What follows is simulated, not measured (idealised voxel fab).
The following process module bears the name voxel capacitor over wiring.
Square cell edge 5 nm, section width 300 nm, ID cut.
In this document a cross-section is written as a grid of square cells. It is given as a series of bands, listed from the top down, and a band is one or more rows of cells.
The entry gives the band's vertical extent as a top height and a bottom height in nm, then its horizontal make-up as materials from left to right, each with a width in nm. "blank" stands for empty space; a single material marked "everywhere" fills the band edge to edge.
All heights in this document are referenced to 0, defined as the level beneath which the wafer, as received, consists entirely of one material. The lowest band is not bounded below; it extends indefinitely downward and is written in the form "top 0, no bottom".
Quick explanation for "30->40": the width changes in equal steps down the rows of cells, from the first number in the band's top row to the second number in its bottom row.
Where the words "changes: none" appear for a step, the cross-section shows no cell changed by that step; every cell remained as before.
For the entry "Enclosed voids", the listed items are empty spaces with no open way to the top whose size is 8 cells or more; each item follows the pattern width x height at distance, where distance is from the left edge and all three are in nm.
It should be noted that, on the line of a given step, the content following the step's settings is a remark produced by the simulator itself with respect to that step.
A step's line can hold "overlay nm"; with a mask on that step, the setting says how far right of the planned place the mask lay, while a negative setting says it lay to the left.
Every pair from here on: before one process step, after it. The after cross-section reaches only to the lowest band that changed. Below the pair: the step in between and its settings. Pairs can belong to different runs of this module on the same starting wafer; a pair carries on from the pair above only if the entry headed "Prior to processing" says so.

Prior to processing
* top 0, no bottom: Si everywhere
* Enclosed voids: none

Post-Process Section
* top 15, bottom 0: SiO2 everywhere
* Beneath the level 0, the cross-section is identical to its previous state.
* Enclosed voids: none
The step occurring between the two cross-sections depicted above is identified as op CONFORMAL_DEP | material SiO2 | thk nm 15

Prior to processing: cross-section not repeated; it is the one shown after the step in the pair just above.

Post-Process Section
* top 20, bottom 15: SiCN everywhere
* Beneath the level 15, the cross-section is identical to its previous state.
* Enclosed voids: none
The step occurring between the two cross-sections depicted above is identified as op CONFORMAL_DEP | material SiCN | thk nm 5

Prior to processing: cross-section not repeated; it is the one shown after the step in the pair just above.

Post-Process Section
* top 40, bottom 20: SiO2 everywhere
* Beneath the level 20, the cross-section is identical to its previous state.
* Enclosed voids: none
The step occurring between the two cross-sections depicted above is identified as op DIRECTIONAL_DEP | material SiO2 | thk nm 20

Prior to processing: cross-section not repeated; it is the one shown after the step in the pair just above.

Post-Process Section
* top 55, bottom 40: aC everywhere
* Beneath the level 40, the cross-section is identical to its previous state.
* Enclosed voids: none
The step occurring between the two cross-sections depicted above is identified as op DIRECTIONAL_DEP | material aC | thk nm 15

Prior to processing: cross-section not repeated; it is the one shown after the step in the pair just above.

Post-Process Section
* top 85, bottom 55: 95 resist; 25 blank; 55 resist; 25 blank; 100 resist
* Beneath the level 55, the cross-section is identical to its previous state.
* Enclosed voids: none
The step occurring between the two cross-sections depicted above is identified as op PATTERN | tone open | mask id METAL_1 | material resist | width nm 25 | pitch nm 80 | thk nm 30 | overlay nm 0

Prior to processing: cross-section not repeated; it is the one shown after the step in the pair just above.

Post-Process Section
* top 70, bottom 55: 95 resist; 25 blank; 55 resist; 25 blank; 100 resist
* top 55, bottom 40: 95 aC; 25 blank; 55 aC; 25 blank; 100 aC
* Beneath the level 40, the cross-section is identical to its previous state.
* Enclosed voids: none
The step occurring between the two cross-sections depicted above is identified as op DIRECTIONAL_ETCH | etch materials aC | depth nm 15

Prior to processing: cross-section not repeated; it is the one shown after the step in the pair just above.

Post-Process Section
* top 55, bottom 40: 95 aC; 25 blank; 55 aC; 25 blank; 100 aC
* Beneath the level 40, the cross-section is identical to its previous state.
* Enclosed voids: none
The step occurring between the two cross-sections depicted above is identified as op STRIP | etch materials resist

Prior to processing: cross-section not repeated; it is the one shown after the step in the pair just above.

Post-Process Section
* top 55, bottom 40: 95 aC; 25 blank; 55 aC; 25 blank; 100 aC
* top 40, bottom 20: 95 SiO2; 25 blank; 55 SiO2; 25 blank; 100 SiO2
* Beneath the level 20, the cross-section is identical to its previous state.
* Enclosed voids: none
The step occurring between the two cross-sections depicted above is identified as op DIRECTIONAL_ETCH | etch materials SiO2 | depth nm 20

Prior to processing: cross-section not repeated; it is the one shown after the step in the pair just above.

Post-Process Section
* top 55, bottom 40: 95 aC; 25 blank; 55 aC; 25 blank; 100 aC
* top 40, bottom 20: 95 SiO2; 25 blank; 55 SiO2; 25 blank; 100 SiO2
* top 20, bottom 15: 95 SiCN; 25 blank; 55 SiCN; 25 blank; 100 SiCN
* Beneath the level 15, the cross-section is identical to its previous state.
* Enclosed voids: none
The step occurring between the two cross-sections depicted above is identified as op DIRECTIONAL_ETCH | etch materials SiCN | depth nm 5

Prior to processing: cross-section not repeated; it is the one shown after the step in the pair just above.

Post-Process Section
* top 40, bottom 20: 95 SiO2; 25 blank; 55 SiO2; 25 blank; 100 SiO2
* Beneath the level 20, the cross-section is identical to its previous state.
* Enclosed voids: none
The step occurring between the two cross-sections depicted above is identified as op STRIP | etch materials aC

Prior to processing: cross-section not repeated; it is the one shown after the step in the pair just above.

Post-Process Section
* top 45, bottom 40: 100 TiN; 15 blank; 65 TiN; 15 blank; 105 TiN
* top 40, bottom 20: 95 SiO2; 5 TiN; 15 blank; 5 TiN; 55 SiO2; 5 TiN; 15 blank; 5 TiN; 100 SiO2
* top 20, bottom 15: 95 SiCN; 25 TiN; 55 SiCN; 25 TiN; 100 SiCN
* Beneath the level 15, the cross-section is identical to its previous state.
* Enclosed voids: none
The step occurring between the two cross-sections depicted above is identified as op CONFORMAL_DEP | material TiN | thk nm 5

Prior to processing: cross-section not repeated; it is the one shown after the step in the pair just above.

Post-Process Section
* top 50, bottom 45: W everywhere
* top 45, bottom 40: 100 TiN; 15 W; 65 TiN; 15 W; 105 TiN
* top 40, bottom 20: 95 SiO2; 5 TiN; 15 W; 5 TiN; 55 SiO2; 5 TiN; 15 W; 5 TiN; 100 SiO2
* Beneath the level 20, the cross-section is identical to its previous state.
* Enclosed voids: none
The step occurring between the two cross-sections depicted above is identified as op FILL_DEP | material W | thk nm 5

Prior to processing: cross-section not repeated; it is the one shown after the step in the pair just above.

Post-Process Section
* top 40, bottom 20: 95 SiO2; 5 TiN; 15 W; 5 TiN; 55 SiO2; 5 TiN; 15 W; 5 TiN; 100 SiO2
* Beneath the level 20, the cross-section is identical to its previous state.
* Enclosed voids: none
The step occurring between the two cross-sections depicted above is identified as op CMP | height nm 40

Prior to processing: cross-section not repeated; it is the one shown after the step in the pair just above.

Post-Process Section
* top 45, bottom 40: SiCN everywhere
* Beneath the level 40, the cross-section is identical to its previous state.
* Enclosed voids: none
The step occurring between the two cross-sections depicted above is identified as op CONFORMAL_DEP | material SiCN | thk nm 5

Prior to processing: cross-section not repeated; it is the one shown after the step in the pair just above.

Post-Process Section
* top 55, bottom 45: SiO2 everywhere
* Beneath the level 45, the cross-section is identical to its previous state.
* Enclosed voids: none
The step occurring between the two cross-sections depicted above is identified as op DIRECTIONAL_DEP | material SiO2 | thk nm 10

Prior to processing: cross-section not repeated; it is the one shown after the step in the pair just above.

Post-Process Section
* top 75, bottom 55: 105 resist; 15 blank; 180 resist
* Beneath the level 55, the cross-section is identical to its previous state.
* Enclosed voids: none
The step occurring between the two cross-sections depicted above is identified as op PATTERN | tone open | mask id PLUG_1 | material resist | width nm 15 | thk nm 20 | overlay nm 0

Prior to processing: cross-section not repeated; it is the one shown after the step in the pair just above.

Post-Process Section
* top 75, bottom 55: 105 resist; 15 blank; 180 resist
* top 55, bottom 45: 105 SiO2; 15 blank; 180 SiO2
* Beneath the level 45, the cross-section is identical to its previous state.
* Enclosed voids: none
The step occurring between the two cross-sections depicted above is identified as op DIRECTIONAL_ETCH | etch materials SiO2 | depth nm 10

Prior to processing: cross-section not repeated; it is the one shown after the step in the pair just above.

Post-Process Section
* top 75, bottom 55: 105 resist; 15 blank; 180 resist
* top 55, bottom 45: 105 SiO2; 15 blank; 180 SiO2
* top 45, bottom 40: 105 SiCN; 15 blank; 180 SiCN
* Beneath the level 40, the cross-section is identical to its previous state.
* Enclosed voids: none
The step occurring between the two cross-sections depicted above is identified as op DIRECTIONAL_ETCH | etch materials SiCN | depth nm 5

Prior to processing: cross-section not repeated; it is the one shown after the step in the pair just above.

Post-Process Section
* top 55, bottom 45: 105 SiO2; 15 blank; 180 SiO2
* Beneath the level 45, the cross-section is identical to its previous state.
* Enclosed voids: none
The step occurring between the two cross-sections depicted above is identified as op STRIP | etch materials resist

Prior to processing: cross-section not repeated; it is the one shown after the step in the pair just above.

Post-Process Section
* top 60, bottom 55: 110 TiN; 5 blank; 185 TiN
* top 55, bottom 45: 105 SiO2; 5 TiN; 5 blank; 5 TiN; 180 SiO2
* top 45, bottom 40: 105 SiCN; 15 TiN; 180 SiCN
* Beneath the level 40, the cross-section is identical to its previous state.
* Enclosed voids: none
The step occurring between the two cross-sections depicted above is identified as op CONFORMAL_DEP | material TiN | thk nm 5

Prior to processing: cross-section not repeated; it is the one shown after the step in the pair just above.

Post-Process Section
* top 70, bottom 60: Ru everywhere
* top 60, bottom 55: 110 TiN; 5 Ru; 185 TiN
* top 55, bottom 45: 105 SiO2; 5 TiN; 5 Ru; 5 TiN; 180 SiO2
* Beneath the level 45, the cross-section is identical to its previous state.
* Enclosed voids: none
The step occurring between the two cross-sections depicted above is identified as op FILL_DEP | material Ru | thk nm 10

Prior to processing: cross-section not repeated; it is the one shown after the step in the pair just above.

Post-Process Section
* top 55, bottom 45: 105 SiO2; 5 TiN; 5 Ru; 5 TiN; 180 SiO2
* Beneath the level 45, the cross-section is identical to its previous state.
* Enclosed voids: none
The step occurring between the two cross-sections depicted above is identified as op CMP | height nm 55

Prior to processing: cross-section not repeated; it is the one shown after the step in the pair just above.

Post-Process Section
* top 60, bottom 55: TiN everywhere
* Beneath the level 55, the cross-section is identical to its previous state.
* Enclosed voids: none
The step occurring between the two cross-sections depicted above is identified as op DIRECTIONAL_DEP | material TiN | thk nm 5

Prior to processing: cross-section not repeated; it is the one shown after the step in the pair just above.

Post-Process Section
* top 65, bottom 60: HfO2 everywhere
* Beneath the level 60, the cross-section is identical to its previous state.
* Enclosed voids: none
The step occurring between the two cross-sections depicted above is identified as op DIRECTIONAL_DEP | material HfO2 | thk nm 5

Prior to processing: cross-section not repeated; it is the one shown after the step in the pair just above.

Post-Process Section
* top 70, bottom 65: TiN everywhere
* Beneath the level 65, the cross-section is identical to its previous state.
* Enclosed voids: none
The step occurring between the two cross-sections depicted above is identified as op DIRECTIONAL_DEP | material TiN | thk nm 5

Prior to processing: cross-section not repeated; it is the one shown after the step in the pair just above.

Post-Process Section
* top 70, bottom 65: 105 blank; 60 TiN; 135 blank
* Beneath the level 65, the cross-section is identical to its previous state.
* Enclosed voids: none
The step occurring between the two cross-sections depicted above is identified as op MASKED_ETCH | tone cover | mask id UPPER_PLATE | width nm 60 | etch materials TiN | depth nm 5 | overlay nm 0

Prior to processing: cross-section not repeated; it is the one shown after the step in the pair just above.

Post-Process Section
* top 70, bottom 65: 105 blank; 60 TiN; 135 blank
* top 65, bottom 60: 105 blank; 60 HfO2; 135 blank
* Beneath the level 60, the cross-section is identical to its previous state.
* Enclosed voids: none
The step occurring between the two cross-sections depicted above is identified as op MASKED_ETCH | tone cover | mask id UPPER_PLATE | width nm 60 | etch materials HfO2 | depth nm 5 | overlay nm 0

Prior to processing: cross-section not repeated; it is the one shown after the step in the pair just above.

Post-Process Section
* top 70, bottom 65: 105 blank; 60 TiN; 135 blank
* top 65, bottom 60: 105 blank; 60 HfO2; 135 blank
* top 60, bottom 55: 100 blank; 70 TiN; 130 blank
* Beneath the level 55, the cross-section is identical to its previous state.
* Enclosed voids: none
The step occurring between the two cross-sections depicted above is identified as op MASKED_ETCH | tone cover | mask id LOWER_PLATE | width nm 70 | etch materials TiN | depth nm 5 | overlay nm 0

Prior to processing: cross-section not repeated; it is the one shown after the step in the pair just above.

Post-Process Section
* top 90, bottom 70: SiO2 everywhere
* top 70, bottom 65: 105 SiO2; 60 TiN; 135 SiO2
* top 65, bottom 60: 105 SiO2; 60 HfO2; 135 SiO2
* top 60, bottom 55: 100 SiO2; 70 TiN; 130 SiO2
* Beneath the level 55, the cross-section is identical to its previous state.
* Enclosed voids: none
The step occurring between the two cross-sections depicted above is identified as op FILL_DEP | material SiO2 | thk nm 20

Prior to processing: cross-section not repeated; it is the one shown after the step in the pair just above.

Post-Process Section
* top 85, bottom 70: SiO2 everywhere
* Beneath the level 70, the cross-section is identical to its previous state.
* Enclosed voids: none
The step occurring between the two cross-sections depicted above is identified as op CMP | height nm 85

Prior to processing: cross-section not repeated; it is the one shown after the step in the pair just above.

Post-Process Section
* top 85, bottom 70: 115 SiO2; 15 blank; 170 SiO2
* Beneath the level 70, the cross-section is identical to its previous state.
* Enclosed voids: none
The step occurring between the two cross-sections depicted above is identified as op MASKED_ETCH | tone open | mask id PLUG_2 | width nm 15 | etch materials SiO2 | depth nm 15 | overlay nm 0

Prior to processing: cross-section not repeated; it is the one shown after the step in the pair just above.

Post-Process Section
* top 90, bottom 85: 120 TiN; 5 blank; 175 TiN
* top 85, bottom 75: 115 SiO2; 5 TiN; 5 blank; 5 TiN; 170 SiO2
* top 75, bottom 65: 115->105 SiO2; 15->60 TiN; 170->135 SiO2
* Beneath the level 65, the cross-section is identical to its previous state.
* Enclosed voids: none
The step occurring between the two cross-sections depicted above is identified as op CONFORMAL_DEP | material TiN | thk nm 5

Prior to processing: cross-section not repeated; it is the one shown after the step in the pair just above.

Post-Process Section
* top 95, bottom 90: Ru everywhere
* top 90, bottom 85: 120 TiN; 5 Ru; 175 TiN
* top 85, bottom 75: 115 SiO2; 5 TiN; 5 Ru; 5 TiN; 170 SiO2
* Beneath the level 75, the cross-section is identical to its previous state.
* Enclosed voids: none
The step occurring between the two cross-sections depicted above is identified as op FILL_DEP | material Ru | thk nm 5

Prior to processing: cross-section not repeated; it is the one shown after the step in the pair just above.

Post-Process Section
* top 85, bottom 75: 115 SiO2; 5 TiN; 5 Ru; 5 TiN; 170 SiO2
* Beneath the level 75, the cross-section is identical to its previous state.
* Enclosed voids: none
The step occurring between the two cross-sections depicted above is identified as op CMP | height nm 85

Prior to processing: cross-section not repeated; it is the one shown after the step in the pair just above.

Post-Process Section
* top 90, bottom 85: SiCN everywhere
* Beneath the level 85, the cross-section is identical to its previous state.
* Enclosed voids: none
The step occurring between the two cross-sections depicted above is identified as op CONFORMAL_DEP | material SiCN | thk nm 5

Prior to processing
* top 15, bottom 0: SiO2 everywhere
* top 0, no bottom: Si everywhere
* Enclosed voids: none

Post-Process Section
* top 35, bottom 0: SiO2 everywhere
* Beneath the level 0, the cross-section is identical to its previous state.
* Enclosed voids: none
The step occurring between the two cross-sections depicted above is identified as op DIRECTIONAL_DEP | material SiO2 | thk nm 20

Prior to processing: cross-section not repeated; it is the one shown after the step in the pair just above.

Post-Process Section
* top 50, bottom 35: aC everywhere
* Beneath the level 35, the cross-section is identical to its previous state.
* Enclosed voids: none
The step occurring between the two cross-sections depicted above is identified as op DIRECTIONAL_DEP | material aC | thk nm 15

Prior to processing: cross-section not repeated; it is the one shown after the step in the pair just above.

Post-Process Section
* top 80, bottom 50: 95 resist; 25 blank; 55 resist; 25 blank; 100 resist
* Beneath the level 50, the cross-section is identical to its previous state.
* Enclosed voids: none
The step occurring between the two cross-sections depicted above is identified as op PATTERN | tone open | mask id METAL_1 | material resist | width nm 25 | pitch nm 80 | thk nm 30 | overlay nm 0

Prior to processing: cross-section not repeated; it is the one shown after the step in the pair just above.

Post-Process Section
* top 65, bottom 50: 95 resist; 25 blank; 55 resist; 25 blank; 100 resist
* top 50, bottom 35: 95 aC; 25 blank; 55 aC; 25 blank; 100 aC
* Beneath the level 35, the cross-section is identical to its previous state.
* Enclosed voids: none
The step occurring between the two cross-sections depicted above is identified as op DIRECTIONAL_ETCH | etch materials aC | depth nm 15

Prior to processing: cross-section not repeated; it is the one shown after the step in the pair just above.

Post-Process Section
* top 50, bottom 35: 95 aC; 25 blank; 55 aC; 25 blank; 100 aC
* Beneath the level 35, the cross-section is identical to its previous state.
* Enclosed voids: none
The step occurring between the two cross-sections depicted above is identified as op STRIP | etch materials resist

Prior to processing: cross-section not repeated; it is the one shown after the step in the pair just above.

Post-Process Section
* top 50, bottom 35: 95 aC; 25 blank; 55 aC; 25 blank; 100 aC
* top 35, bottom 15: 95 SiO2; 25 blank; 55 SiO2; 25 blank; 100 SiO2
* Beneath the level 15, the cross-section is identical to its previous state.
* Enclosed voids: none
The step occurring between the two cross-sections depicted above is identified as op DIRECTIONAL_ETCH | etch materials SiO2 | depth nm 20

Prior to processing: cross-section not repeated; it is the one shown after the step in the pair just above.

Post-Process Section
* top 35, bottom 15: 95 SiO2; 25 blank; 55 SiO2; 25 blank; 100 SiO2
* Beneath the level 15, the cross-section is identical to its previous state.
* Enclosed voids: none
The step occurring between the two cross-sections depicted above is identified as op STRIP | etch materials aC

Prior to processing: cross-section not repeated; it is the one shown after the step in the pair just above.

Post-Process Section
* top 40, bottom 35: 100 TiN; 15 blank; 65 TiN; 15 blank; 105 TiN
* top 35, bottom 20: 95 SiO2; 5 TiN; 15 blank; 5 TiN; 55 SiO2; 5 TiN; 15 blank; 5 TiN; 100 SiO2
* top 20, bottom 15: 95 SiO2; 25 TiN; 55 SiO2; 25 TiN; 100 SiO2
* Beneath the level 15, the cross-section is identical to its previous state.
* Enclosed voids: none
The step occurring between the two cross-sections depicted above is identified as op CONFORMAL_DEP | material TiN | thk nm 5

Prior to processing: cross-section not repeated; it is the one shown after the step in the pair just above.

Post-Process Section
* top 45, bottom 40: W everywhere
* top 40, bottom 35: 100 TiN; 15 W; 65 TiN; 15 W; 105 TiN
* top 35, bottom 20: 95 SiO2; 5 TiN; 15 W; 5 TiN; 55 SiO2; 5 TiN; 15 W; 5 TiN; 100 SiO2
* Beneath the level 20, the cross-section is identical to its previous state.
* Enclosed voids: none
The step occurring between the two cross-sections depicted above is identified as op FILL_DEP | material W | thk nm 5

Prior to processing: cross-section not repeated; it is the one shown after the step in the pair just above.

Post-Process Section
* top 40, bottom 35: 100 TiN; 15 W; 65 TiN; 15 W; 105 TiN
* Beneath the level 35, the cross-section is identical to its previous state.
* Enclosed voids: none
The step occurring between the two cross-sections depicted above is identified as op CMP | height nm 40

Prior to processing: cross-section not repeated; it is the one shown after the step in the pair just above.

Post-Process Section
* top 45, bottom 40: SiCN everywhere
* Beneath the level 40, the cross-section is identical to its previous state.
* Enclosed voids: none
The step occurring between the two cross-sections depicted above is identified as op CONFORMAL_DEP | material SiCN | thk nm 5

Prior to processing: cross-section not repeated; it is the one shown after the step in the pair just above.

Post-Process Section
* top 55, bottom 45: SiO2 everywhere
* Beneath the level 45, the cross-section is identical to its previous state.
* Enclosed voids: none
The step occurring between the two cross-sections depicted above is identified as op DIRECTIONAL_DEP | material SiO2 | thk nm 10

Prior to processing: cross-section not repeated; it is the one shown after the step in the pair just above.

Post-Process Section
* top 75, bottom 55: 105 resist; 15 blank; 180 resist
* Beneath the level 55, the cross-section is identical to its previous state.
* Enclosed voids: none
The step occurring between the two cross-sections depicted above is identified as op PATTERN | tone open | mask id PLUG_1 | material resist | width nm 15 | thk nm 20 | overlay nm 0

Prior to processing: cross-section not repeated; it is the one shown after the step in the pair just above.

Post-Process Section
* top 75, bottom 55: 105 resist; 15 blank; 180 resist
* top 55, bottom 45: 105 SiO2; 15 blank; 180 SiO2
* Beneath the level 45, the cross-section is identical to its previous state.
* Enclosed voids: none
The step occurring between the two cross-sections depicted above is identified as op DIRECTIONAL_ETCH | etch materials SiO2 | depth nm 10

Prior to processing: cross-section not repeated; it is the one shown after the step in the pair just above.

Post-Process Section
* top 75, bottom 55: 105 resist; 15 blank; 180 resist
* top 55, bottom 45: 105 SiO2; 15 blank; 180 SiO2
* top 45, bottom 40: 105 SiCN; 15 blank; 180 SiCN
* Beneath the level 40, the cross-section is identical to its previous state.
* Enclosed voids: none
The step occurring between the two cross-sections depicted above is identified as op DIRECTIONAL_ETCH | etch materials SiCN | depth nm 5

Prior to processing: cross-section not repeated; it is the one shown after the step in the pair just above.

Post-Process Section
* top 55, bottom 45: 105 SiO2; 15 blank; 180 SiO2
* Beneath the level 45, the cross-section is identical to its previous state.
* Enclosed voids: none
The step occurring between the two cross-sections depicted above is identified as op STRIP | etch materials resist

Prior to processing: cross-section not repeated; it is the one shown after the step in the pair just above.

Post-Process Section
* top 60, bottom 55: 110 TiN; 5 blank; 185 TiN
* top 55, bottom 45: 105 SiO2; 5 TiN; 5 blank; 5 TiN; 180 SiO2
* top 45, bottom 40: 105 SiCN; 15 TiN; 180 SiCN
* Beneath the level 40, the cross-section is identical to its previous state.
* Enclosed voids: none
The step occurring between the two cross-sections depicted above is identified as op CONFORMAL_DEP | material TiN | thk nm 5

Prior to processing: cross-section not repeated; it is the one shown after the step in the pair just above.

Post-Process Section
* top 70, bottom 60: Ru everywhere
* top 60, bottom 55: 110 TiN; 5 Ru; 185 TiN
* top 55, bottom 45: 105 SiO2; 5 TiN; 5 Ru; 5 TiN; 180 SiO2
* Beneath the level 45, the cross-section is identical to its previous state.
* Enclosed voids: none
The step occurring between the two cross-sections depicted above is identified as op FILL_DEP | material Ru | thk nm 10

Prior to processing: cross-section not repeated; it is the one shown after the step in the pair just above.

Post-Process Section
* top 55, bottom 45: 105 SiO2; 5 TiN; 5 Ru; 5 TiN; 180 SiO2
* Beneath the level 45, the cross-section is identical to its previous state.
* Enclosed voids: none
The step occurring between the two cross-sections depicted above is identified as op CMP | height nm 55

Prior to processing: cross-section not repeated; it is the one shown after the step in the pair just above.

Post-Process Section
* top 60, bottom 55: TiN everywhere
* Beneath the level 55, the cross-section is identical to its previous state.
* Enclosed voids: none
The step occurring between the two cross-sections depicted above is identified as op DIRECTIONAL_DEP | material TiN | thk nm 5

Prior to processing: cross-section not repeated; it is the one shown after the step in the pair just above.

Post-Process Section
* top 65, bottom 60: HfO2 everywhere
* Beneath the level 60, the cross-section is identical to its previous state.
* Enclosed voids: none
The step occurring between the two cross-sections depicted above is identified as op DIRECTIONAL_DEP | material HfO2 | thk nm 5

Prior to processing: cross-section not repeated; it is the one shown after the step in the pair just above.

Post-Process Section
* top 70, bottom 65: TiN everywhere
* Beneath the level 65, the cross-section is identical to its previous state.
* Enclosed voids: none
The step occurring between the two cross-sections depicted above is identified as op DIRECTIONAL_DEP | material TiN | thk nm 5

Prior to processing: cross-section not repeated; it is the one shown after the step in the pair just above.

Post-Process Section
* top 70, bottom 65: 105 blank; 60 TiN; 135 blank
* Beneath the level 65, the cross-section is identical to its previous state.
* Enclosed voids: none
The step occurring between the two cross-sections depicted above is identified as op MASKED_ETCH | tone cover | mask id UPPER_PLATE | width nm 60 | etch materials TiN | depth nm 5 | overlay nm 0

Prior to processing: cross-section not repeated; it is the one shown after the step in the pair just above.

Post-Process Section
* top 70, bottom 65: 105 blank; 60 TiN; 135 blank
* top 65, bottom 60: 105 blank; 60 HfO2; 135 blank
* Beneath the level 60, the cross-section is identical to its previous state.
* Enclosed voids: none
The step occurring between the two cross-sections depicted above is identified as op MASKED_ETCH | tone cover | mask id UPPER_PLATE | width nm 60 | etch materials HfO2 | depth nm 5 | overlay nm 0

Prior to processing: cross-section not repeated; it is the one shown after the step in the pair just above.

Post-Process Section
* top 70, bottom 65: 105 blank; 60 TiN; 135 blank
* top 65, bottom 60: 105 blank; 60 HfO2; 135 blank
* top 60, bottom 55: 100 blank; 70 TiN; 130 blank
* Beneath the level 55, the cross-section is identical to its previous state.
* Enclosed voids: none
The step occurring between the two cross-sections depicted above is identified as op MASKED_ETCH | tone cover | mask id LOWER_PLATE | width nm 70 | etch materials TiN | depth nm 5 | overlay nm 0

Prior to processing: cross-section not repeated; it is the one shown after the step in the pair just above.

Post-Process Section
* top 90, bottom 70: SiO2 everywhere
* top 70, bottom 65: 105 SiO2; 60 TiN; 135 SiO2
* top 65, bottom 60: 105 SiO2; 60 HfO2; 135 SiO2
* top 60, bottom 55: 100 SiO2; 70 TiN; 130 SiO2
* Beneath the level 55, the cross-section is identical to its previous state.
* Enclosed voids: none
The step occurring between the two cross-sections depicted above is identified as op FILL_DEP | material SiO2 | thk nm 20

Prior to processing: cross-section not repeated; it is the one shown after the step in the pair just above.

Post-Process Section
* top 85, bottom 70: SiO2 everywhere
* Beneath the level 70, the cross-section is identical to its previous state.
* Enclosed voids: none
The step occurring between the two cross-sections depicted above is identified as op CMP | height nm 85

Prior to processing: cross-section not repeated; it is the one shown after the step in the pair just above.

Post-Process Section
* top 85, bottom 70: 115 SiO2; 15 blank; 170 SiO2
* Beneath the level 70, the cross-section is identical to its previous state.
* Enclosed voids: none
The step occurring between the two cross-sections depicted above is identified as op MASKED_ETCH | tone open | mask id PLUG_2 | width nm 15 | etch materials SiO2 | depth nm 15 | overlay nm 0

Prior to processing: cross-section not repeated; it is the one shown after the step in the pair just above.

Post-Process Section
* top 90, bottom 85: 120 TiN; 5 blank; 175 TiN
* top 85, bottom 75: 115 SiO2; 5 TiN; 5 blank; 5 TiN; 170 SiO2
* top 75, bottom 65: 115->105 SiO2; 15->60 TiN; 170->135 SiO2
* Beneath the level 65, the cross-section is identical to its previous state.
* Enclosed voids: none
The step occurring between the two cross-sections depicted above is identified as op CONFORMAL_DEP | material TiN | thk nm 5

Prior to processing: cross-section not repeated; it is the one shown after the step in the pair just above.

Post-Process Section
* top 95, bottom 90: Ru everywhere
* top 90, bottom 85: 120 TiN; 5 Ru; 175 TiN
* top 85, bottom 75: 115 SiO2; 5 TiN; 5 Ru; 5 TiN; 170 SiO2
* Beneath the level 75, the cross-section is identical to its previous state.
* Enclosed voids: none
The step occurring between the two cross-sections depicted above is identified as op FILL_DEP | material Ru | thk nm 5

Prior to processing: cross-section not repeated; it is the one shown after the step in the pair just above.

Post-Process Section
* top 85, bottom 75: 115 SiO2; 5 TiN; 5 Ru; 5 TiN; 170 SiO2
* Beneath the level 75, the cross-section is identical to its previous state.
* Enclosed voids: none
The step occurring between the two cross-sections depicted above is identified as op CMP | height nm 85

Prior to processing: cross-section not repeated; it is the one shown after the step in the pair just above.

Post-Process Section
* top 90, bottom 85: SiCN everywhere
* Beneath the level 85, the cross-section is identical to its previous state.
* Enclosed voids: none
The step occurring between the two cross-sections depicted above is identified as op CONFORMAL_DEP | material SiCN | thk nm 5

Prior to processing
* top 15, bottom 0: SiO2 everywhere
* top 0, no bottom: Si everywhere
* Enclosed voids: none

Post-Process Section
* top 30, bottom 0: SiO2 everywhere
* Beneath the level 0, the cross-section is identical to its previous state.
* Enclosed voids: none
The step occurring between the two cross-sections depicted above is identified as op CONFORMAL_DEP | material SiO2 | thk nm 15

Prior to processing: cross-section not repeated; it is the one shown after the step in the pair just above.

Post-Process Section
* top 35, bottom 30: SiCN everywhere
* Beneath the level 30, the cross-section is identical to its previous state.
* Enclosed voids: none
The step occurring between the two cross-sections depicted above is identified as op CONFORMAL_DEP | material SiCN | thk nm 5

Prior to processing: cross-section not repeated; it is the one shown after the step in the pair just above.

Post-Process Section
* top 55, bottom 35: SiO2 everywhere
* Beneath the level 35, the cross-section is identical to its previous state.
* Enclosed voids: none
The step occurring between the two cross-sections depicted above is identified as op DIRECTIONAL_DEP | material SiO2 | thk nm 20

Prior to processing: cross-section not repeated; it is the one shown after the step in the pair just above.

Post-Process Section
* top 70, bottom 55: aC everywhere
* Beneath the level 55, the cross-section is identical to its previous state.
* Enclosed voids: none
The step occurring between the two cross-sections depicted above is identified as op DIRECTIONAL_DEP | material aC | thk nm 15

Prior to processing: cross-section not repeated; it is the one shown after the step in the pair just above.

Post-Process Section
* top 100, bottom 70: 95 resist; 25 blank; 55 resist; 25 blank; 100 resist
* Beneath the level 70, the cross-section is identical to its previous state.
* Enclosed voids: none
The step occurring between the two cross-sections depicted above is identified as op PATTERN | tone open | mask id METAL_1 | material resist | width nm 25 | pitch nm 80 | thk nm 30 | overlay nm 0

Prior to processing: cross-section not repeated; it is the one shown after the step in the pair just above.

Post-Process Section
* top 85, bottom 70: 95 resist; 25 blank; 55 resist; 25 blank; 100 resist
* top 70, bottom 55: 95 aC; 25 blank; 55 aC; 25 blank; 100 aC
* Beneath the level 55, the cross-section is identical to its previous state.
* Enclosed voids: none
The step occurring between the two cross-sections depicted above is identified as op DIRECTIONAL_ETCH | etch materials aC | depth nm 15

Prior to processing: cross-section not repeated; it is the one shown after the step in the pair just above.

Post-Process Section
* top 70, bottom 55: 95 aC; 25 blank; 55 aC; 25 blank; 100 aC
* Beneath the level 55, the cross-section is identical to its previous state.
* Enclosed voids: none
The step occurring between the two cross-sections depicted above is identified as op STRIP | etch materials resist

Prior to processing: cross-section not repeated; it is the one shown after the step in the pair just above.

Post-Process Section
* top 70, bottom 55: 95 aC; 25 blank; 55 aC; 25 blank; 100 aC
* top 55, bottom 35: 95 SiO2; 25 blank; 55 SiO2; 25 blank; 100 SiO2
* Beneath the level 35, the cross-section is identical to its previous state.
* Enclosed voids: none
The step occurring between the two cross-sections depicted above is identified as op DIRECTIONAL_ETCH | etch materials SiO2 | depth nm 20

Prior to processing: cross-section not repeated; it is the one shown after the step in the pair just above.

Post-Process Section
* top 70, bottom 55: 95 aC; 25 blank; 55 aC; 25 blank; 100 aC
* top 55, bottom 35: 95 SiO2; 25 blank; 55 SiO2; 25 blank; 100 SiO2
* top 35, bottom 30: 95 SiCN; 25 blank; 55 SiCN; 25 blank; 100 SiCN
* Beneath the level 30, the cross-section is identical to its previous state.
* Enclosed voids: none
The step occurring between the two cross-sections depicted above is identified as op DIRECTIONAL_ETCH | etch materials SiCN | depth nm 5

Prior to processing: cross-section not repeated; it is the one shown after the step in the pair just above.

Post-Process Section
* top 55, bottom 35: 95 SiO2; 25 blank; 55 SiO2; 25 blank; 100 SiO2
* Beneath the level 35, the cross-section is identical to its previous state.
* Enclosed voids: none
The step occurring between the two cross-sections depicted above is identified as op STRIP | etch materials aC
